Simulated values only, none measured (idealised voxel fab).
process module | voxel gate over fins
cross-section cut | 235 nm wide | cells 5 nm
A cross-section is a grid of square cells, given in bands from the top down. A band is one or more rows of cells.
Each band's line starts with the height of the band's top and of its bottom, in nm. Then come its materials from left to right, each with its width in nm. One material with "throughout" fills the band from edge to edge. "air" is empty space.
Height 0 is the level under which the wafer as received is all one material. The lowest band goes on downwards, as in "0 down".
A width such as "30 to 40" changes by the same amount from each row of cells to the next, from the band's top row to its bottom row.
"no change" after a step means that no cell of the cross-section changed.
closed voids: empty space of 8 cells or more with no open way to the top, each as width x height at its distance from the left edge, in nm
after a step's settings: what the simulator itself notes on the step
overlay nm, on a step with a mask: how far to the right of its planned place the mask lay; to the left if negative
Each pair below shows a cross-section before one step and the cross-section after it, down to the lowest band that changed. The line under each pair gives the step between them, with its settings. The pairs can come from different runs of this module on the same starting wafer, so a pair continues from the pair above only where its "before" says so.
before
  5 to 0: air 80 | SiN 15 | air 40 | SiN 15 | air 85
  0 down: Si throughout
  closed voids: none
after
  5 to 0: air 80 | SiN 15 | air 40 | SiN 15 | air 85
  0 to -40: air 75 | Si 20 | air 35 | Si 20 | air 85
  below -40: unchanged
  closed voids: none
the step between: op MASKED_ETCH | tone cover | mask id FINS | width nm 15 | pitch nm 55 | etch materials Si | depth nm 40 | overlay nm -5
before: the cross-section after the pair above
after
  5 to 0: air 80 | SiN 15 | air 40 | SiN 15 | air 85
  0 to -5: air 75 | SiO2 10 | Si 5 | SiO2 5 | air 35 | SiO2 10 | Si 5 | SiO2 5 | air 85
  -5 to -40: air 75 | SiO2 5 | Si 10 | SiO2 5 | air 35 | SiO2 5 | Si 10 | SiO2 5 | air 85
  -40 to -45: SiO2 80 | Si 10 | SiO2 45 | Si 10 | SiO2 90
  below -45: unchanged
  closed voids: none
the step between: op OXIDIZE | depth nm 5
before: the cross-section after the pair above
after
  15 to 5: SiO2 throughout
  5 to 0: SiO2 80 | SiN 15 | SiO2 40 | SiN 15 | SiO2 85
  0 to -5: SiO2 85 | Si 5 | SiO2 50 | Si 5 | SiO2 90
  -5 to -45: SiO2 80 | Si 10 | SiO2 45 | Si 10 | SiO2 90
  below -45: unchanged
  closed voids: none
the step between: op FILL_DEP | material SiO2 | thk nm 10
before: the cross-section after the pair above
after
  5 to 0: SiO2 80 | SiN 15 | SiO2 40 | SiN 15 | SiO2 85
  below 0: unchanged
  closed voids: none
the step between: op CMP | height nm 5
before: the cross-section after the pair above
after
  25 to 5: resist 105 | air 15 | resist 115
  below 5: unchanged
  closed voids: none
the step between: op PATTERN | tone open | mask id RAIL | material resist | width nm 15 | thk nm 20 | overlay nm 0
before: the cross-section after the pair above
after
  25 to 5: resist 105 | air 15 | resist 115
  5 to 0: SiO2 80 | SiN 15 | SiO2 10 | air 15 | SiO2 15 | SiN 15 | SiO2 85
  0 to -5: SiO2 85 | Si 5 | SiO2 15 | air 15 | SiO2 20 | Si 5 | SiO2 90
  -5 to -35: SiO2 80 | Si 10 | SiO2 15 | air 15 | SiO2 15 | Si 10 | SiO2 90
  below -35: unchanged
  closed voids: none
the step between: op DIRECTIONAL_ETCH | etch materials SiO2 | depth nm 40
before: the cross-section after the pair above
after
  5 to 0: SiO2 80 | SiN 15 | SiO2 10 | air 15 | SiO2 15 | SiN 15 | SiO2 85
  below 0: unchanged
  closed voids: none
the step between: op STRIP | etch materials resist
before: the cross-section after the pair above
after
  10 to 5: TiN 110 | air 5 | TiN 120
  5 to 0: SiO2 80 | SiN 15 | SiO2 10 | TiN 5 | air 5 | TiN 5 | SiO2 15 | SiN 15 | SiO2 85
  0 to -5: SiO2 85 | Si 5 | SiO2 15 | TiN 5 | air 5 | TiN 5 | SiO2 20 | Si 5 | SiO2 90
  -5 to -30: SiO2 80 | Si 10 | SiO2 15 | TiN 5 | air 5 | TiN 5 | SiO2 15 | Si 10 | SiO2 90
  -30 to -35: SiO2 80 | Si 10 | SiO2 15 | TiN 15 | SiO2 15 | Si 10 | SiO2 90
  below -35: unchanged
  closed voids: none
the step between: op CONFORMAL_DEP | material TiN | thk nm 5
before: the cross-section after the pair above
after
  15 to 10: Ru throughout
  10 to 5: TiN 110 | Ru 5 | TiN 120
  5 to 0: SiO2 80 | SiN 15 | SiO2 10 | TiN 5 | Ru 5 | TiN 5 | SiO2 15 | SiN 15 | SiO2 85
  0 to -5: SiO2 85 | Si 5 | SiO2 15 | TiN 5 | Ru 5 | TiN 5 | SiO2 20 | Si 5 | SiO2 90
  -5 to -30: SiO2 80 | Si 10 | SiO2 15 | TiN 5 | Ru 5 | TiN 5 | SiO2 15 | Si 10 | SiO2 90
  below -30: unchanged
  closed voids: none
the step between: op FILL_DEP | material Ru | thk nm 5
before: the cross-section after the pair above
after
  5 to 0: SiO2 80 | SiN 15 | SiO2 10 | TiN 5 | Ru 5 | TiN 5 | SiO2 15 | SiN 15 | SiO2 85
  below 0: unchanged
  closed voids: none
the step between: op CMP | height nm 5
before: the cross-section after the pair above
after
  5 to 0: SiO2 80 | SiN 15 | SiO2 10 | air 15 | SiO2 15 | SiN 15 | SiO2 85
  0 to -5: SiO2 85 | Si 5 | SiO2 15 | air 15 | SiO2 20 | Si 5 | SiO2 90
  -5 to -20: SiO2 80 | Si 10 | SiO2 15 | air 15 | SiO2 15 | Si 10 | SiO2 90
  below -20: unchanged
  closed voids: none
the step between: op SELECTIVE_ETCH | etch materials W Ru TiN | depth nm 25
before: the cross-section after the pair above
after
  10 to 5: SiO2 throughout
  5 to 0: SiO2 80 | SiN 15 | SiO2 40 | SiN 15 | SiO2 85
  0 to -5: SiO2 85 | Si 5 | SiO2 50 | Si 5 | SiO2 90
  -5 to -20: SiO2 80 | Si 10 | SiO2 45 | Si 10 | SiO2 90
  below -20: unchanged
  closed voids: none
the step between: op FILL_DEP | material SiO2 | thk nm 5
before: the cross-section after the pair above
after
  5 to 0: SiO2 80 | SiN 15 | SiO2 40 | SiN 15 | SiO2 85
  below 0: unchanged
  closed voids: none
the step between: op CMP | height nm 5
before: the cross-section after the pair above
after
  5 to 0: air 80 | SiN 15 | air 40 | SiN 15 | air 85
  0 to -10: air 85 to 80 | Si 5 to 10 | air 50 to 45 | Si 5 to 10 | air 90
  below -10: unchanged
  closed voids: none
the step between: op SELECTIVE_ETCH | etch materials SiO2 | depth nm 15
before: the cross-section after the pair above
after
  0 to -10: air 85 to 80 | Si 5 to 10 | air 50 to 45 | Si 5 to 10 | air 90
  below -10: unchanged
  closed voids: none
the step between: op STRIP | etch materials SiN
before: the cross-section after the pair above
after
  5 to 0: air 80 | HfO2 15 | air 40 | HfO2 15 | air 85
  0 to -5: air 75 | HfO2 10 | Si 5 | HfO2 5 | air 35 | HfO2 10 | Si 5 | HfO2 5 | air 85
  -5 to -10: HfO2 80 | Si 10 | HfO2 45 | Si 10 | HfO2 90
  below -10: unchanged
  closed voids: none
the step between: op CONFORMAL_DEP | material HfO2 | thk nm 5
before: the cross-section after the pair above
after
  10 to 5: air 75 | TiN 25 | air 30 | TiN 25 | air 80
  5 to 0: air 70 | TiN 10 | HfO2 15 | TiN 5 | air 25 | TiN 10 | HfO2 15 | TiN 5 | air 80
  0 to -5: TiN 75 | HfO2 10 | Si 5 | HfO2 5 | TiN 35 | HfO2 10 | Si 5 | HfO2 5 | TiN 85
  below -5: unchanged
  closed voids: none
the step between: op CONFORMAL_DEP | material TiN | thk nm 5
before: the cross-section after the pair above
after
  15 to 10: air 70 | TiAl 35 | air 20 | TiAl 35 | air 75
  10 to 5: air 65 | TiAl 10 | TiN 25 | TiAl 5 | air 15 | TiAl 10 | TiN 25 | TiAl 5 | air 75
  5 to 0: TiAl 70 | TiN 10 | HfO2 15 | TiN 5 | TiAl 25 | TiN 10 | HfO2 15 | TiN 5 | TiAl 80
  below 0: unchanged
  closed voids: none
the step between: op CONFORMAL_DEP | material TiAl | thk nm 5
before: the cross-section after the pair above
after
  20 to 15: air 65 | TiN 45 | air 10 | TiN 45 | air 70
  15 to 10: air 60 | TiN 10 | TiAl 35 | TiN 5 | air 5 | TiN 10 | TiAl 35 | TiN 5 | air 70
  10 to 5: TiN 65 | TiAl 10 | TiN 25 | TiAl 5 | TiN 15 | TiAl 10 | TiN 25 | TiAl 5 | TiN 75
  below 5: unchanged
  closed voids: none
the step between: op CONFORMAL_DEP | material TiN | thk nm 5
before: the cross-section after the pair above
after
  35 to 20: W throughout
  20 to 15: W 65 | TiN 45 | W 10 | TiN 45 | W 70
  15 to 10: W 60 | TiN 10 | TiAl 35 | TiN 5 | W 5 | TiN 10 | TiAl 35 | TiN 5 | W 70
  below 10: unchanged
  closed voids: none
the step between: op FILL_DEP | material W | thk nm 15
before: the cross-section after the pair above
after
  30 to 20: W throughout
  below 20: unchanged
  closed voids: none
the step between: op CMP | height nm 30
before: the cross-section after the pair above
after
  35 to 30: SiN throughout
  below 30: unchanged
  closed voids: none
the step between: op CONFORMAL_DEP | material SiN | thk nm 5
before
  0 down: Si throughout
  closed voids: none
after
  5 to 0: HfO2 throughout
  below 0: unchanged
  closed voids: none
the step between: op CONFORMAL_DEP | material HfO2 | thk nm 5
before: the cross-section after the pair above
after
  15 to 5: SiO2 throughout
  below 5: unchanged
  closed voids: none
the step between: op FILL_DEP | material SiO2 | thk nm 10
before: the cross-section after the pair above
after
  5 to 0: HfO2 throughout
  below 0: unchanged
  closed voids: none
the step between: op CMP | height nm 5
before: the cross-section after the pair above
after
  25 to 5: resist 105 | air 15 | resist 115
  below 5: unchanged
  closed voids: none
the step between: op PATTERN | tone open | mask id RAIL | material resist | width nm 15 | thk nm 20 | overlay nm 0
before: the cross-section after the pair above
after
  5 to 0: HfO2 throughout
  below 0: unchanged
  closed voids: none
the step between: op STRIP | etch materials resist
before: the cross-section after the pair above
after
  10 to 5: TiN throughout
  below 5: unchanged
  closed voids: none
the step between: op CONFORMAL_DEP | material TiN | thk nm 5
before: the cross-section after the pair above
after
  15 to 10: Ru throughout
  below 10: unchanged
  closed voids: none
the step between: op FILL_DEP | material Ru | thk nm 5
before: the cross-section after the pair above
after
  5 to 0: HfO2 throughout
  below 0: unchanged
  closed voids: none
the step between: op CMP | height nm 5
before: the cross-section after the pair above
after
  10 to 5: SiO2 throughout
  below 5: unchanged
  closed voids: none
the step between: op FILL_DEP | material SiO2 | thk nm 5
before: the cross-section after the pair above
after
  5 to 0: HfO2 throughout
  below 0: unchanged
  closed voids: none
the step between: op CMP | height nm 5
before: the cross-section after the pair above
after
  10 to 0: HfO2 throughout
  below 0: unchanged
  closed voids: none
the step between: op CONFORMAL_DEP | material HfO2 | thk nm 5
before: the cross-section after the pair above
after
  15 to 10: TiN throughout
  below 10: unchanged
  closed voids: none
the step between: op CONFORMAL_DEP | material TiN | thk nm 5
before: the cross-section after the pair above
after
  20 to 15: TiAl throughout
  below 15: unchanged
  closed voids: none
the step between: op CONFORMAL_DEP | material TiAl | thk nm 5
before: the cross-section after the pair above
after
  25 to 20: TiN throughout
  below 20: unchanged
  closed voids: none
the step between: op CONFORMAL_DEP | material TiN | thk nm 5
before: the cross-section after the pair above
after
  40 to 25: W throughout
  below 25: unchanged
  closed voids: none
the step between: op FILL_DEP | material W | thk nm 15
before: the cross-section after the pair above
after
  30 to 25: W throughout
  below 25: unchanged
  closed voids: none
the step between: op CMP | height nm 30
before: the cross-section after the pair above
after
  35 to 30: SiN throughout
  below 30: unchanged
  closed voids: none
the step between: op CONFORMAL_DEP | material SiN | thk nm 5
before
  5 to 0: SiN throughout
  0 down: Si throughout
  closed voids: none
after
  5 to 0: SiN 80 | air 15 | SiN 40 | air 15 | SiN 85
  below 0: unchanged
  closed voids: none
the step between: op MASKED_ETCH | tone open | mask id FINS | width nm 15 | pitch nm 55 | etch materials SiN | depth nm 5 | overlay nm 0
before: the cross-section after the pair above
after
  5 to 0: SiN 80 | air 15 | SiN 40 | air 15 | SiN 85
  0 to -5: Si 75 | SiO2 25 | Si 30 | SiO2 25 | Si 80
  below -5: unchanged
  closed voids: none
the step between: op OXIDIZE | depth nm 5
before: the cross-section after the pair above
after
  15 to 5: SiO2 throughout
  5 to 0: SiN 80 | SiO2 15 | SiN 40 | SiO2 15 | SiN 85
  below 0: unchanged
  closed voids: none
the step between: op FILL_DEP | material SiO2 | thk nm 10
before: the cross-section after the pair above
after
  5 to 0: SiN 80 | SiO2 15 | SiN 40 | SiO2 15 | SiN 85
  below 0: unchanged
  closed voids: none
the step between: op CMP | height nm 5
before: the cross-section after the pair above
after
  25 to 5: resist 105 | air 15 | resist 115
  below 5: unchanged
  closed voids: none
the step between: op PATTERN | tone open | mask id RAIL | material resist | width nm 15 | thk nm 20 | overlay nm 0
before: the cross-section after the pair above
after
  5 to 0: SiN 80 | SiO2 15 | SiN 40 | SiO2 15 | SiN 85
  below 0: unchanged
  closed voids: none
the step between: op STRIP | etch materials resist
before: the cross-section after the pair above
after
  10 to 5: TiN throughout
  below 5: unchanged
  closed voids: none
the step between: op CONFORMAL_DEP | material TiN | thk nm 5
before: the cross-section after the pair above
after
  15 to 10: Ru throughout
  below 10: unchanged
  closed voids: none
the step between: op FILL_DEP | material Ru | thk nm 5
before: the cross-section after the pair above
after
  5 to 0: SiN 80 | SiO2 15 | SiN 40 | SiO2 15 | SiN 85
  below 0: unchanged
  closed voids: none
the step between: op CMP | height nm 5
before: the cross-section after the pair above
after
  10 to 5: SiO2 throughout
  below 5: unchanged
  closed voids: none
the step between: op FILL_DEP | material SiO2 | thk nm 5
before: the cross-section after the pair above
after
  5 to 0: SiN 80 | SiO2 15 | SiN 40 | SiO2 15 | SiN 85
  below 0: unchanged
  closed voids: none
the step between: op CMP | height nm 5
before: the cross-section after the pair above
after
  5 to 0: SiN 80 | air 15 | SiN 40 | air 15 | SiN 85
  0 to -5: Si 75 | air 25 | Si 30 | air 25 | Si 80
  below -5: unchanged
  closed voids: none
the step between: op SELECTIVE_ETCH | etch materials SiO2 | depth nm 15
before: the cross-section after the pair above
after
  0 to -5: Si 75 | air 25 | Si 30 | air 25 | Si 80
  below -5: unchanged
  closed voids: none
the step between: op STRIP | etch materials SiN
before: the cross-section after the pair above
after
  5 to 0: HfO2 80 | air 15 | HfO2 40 | air 15 | HfO2 85
  0 to -5: Si 75 | HfO2 25 | Si 30 | HfO2 25 | Si 80
  below -5: unchanged
  closed voids: none
the step between: op CONFORMAL_DEP | material HfO2 | thk nm 5
before: the cross-section after the pair above
after
  10 to 5: TiN 85 | air 5 | TiN 50 | air 5 | TiN 90
  5 to 0: HfO2 80 | TiN 15 | HfO2 40 | TiN 15 | HfO2 85
  below 0: unchanged
  closed voids: none
the step between: op CONFORMAL_DEP | material TiN | thk nm 5
before: the cross-section after the pair above
after
  15 to 10: TiAl throughout
  10 to 5: TiN 85 | TiAl 5 | TiN 50 | TiAl 5 | TiN 90
  below 5: unchanged
  closed voids: none
the step between: op CONFORMAL_DEP | material TiAl | thk nm 5
before: the cross-section after the pair above
after
  20 to 15: TiN throughout
  below 15: unchanged
  closed voids: none
the step between: op CONFORMAL_DEP | material TiN | thk nm 5
before: the cross-section after the pair above
after
  35 to 20: W throughout
  below 20: unchanged
  closed voids: none
the step between: op FILL_DEP | material W | thk nm 15
before: the cross-section after the pair above
after
  30 to 20: W throughout
  below 20: unchanged
  closed voids: none
the step between: op CMP | height nm 30
before: the cross-section after the pair above
after
  35 to 30: SiN throughout
  below 30: unchanged
  closed voids: none
the step between: op CONFORMAL_DEP | material SiN | thk nm 5
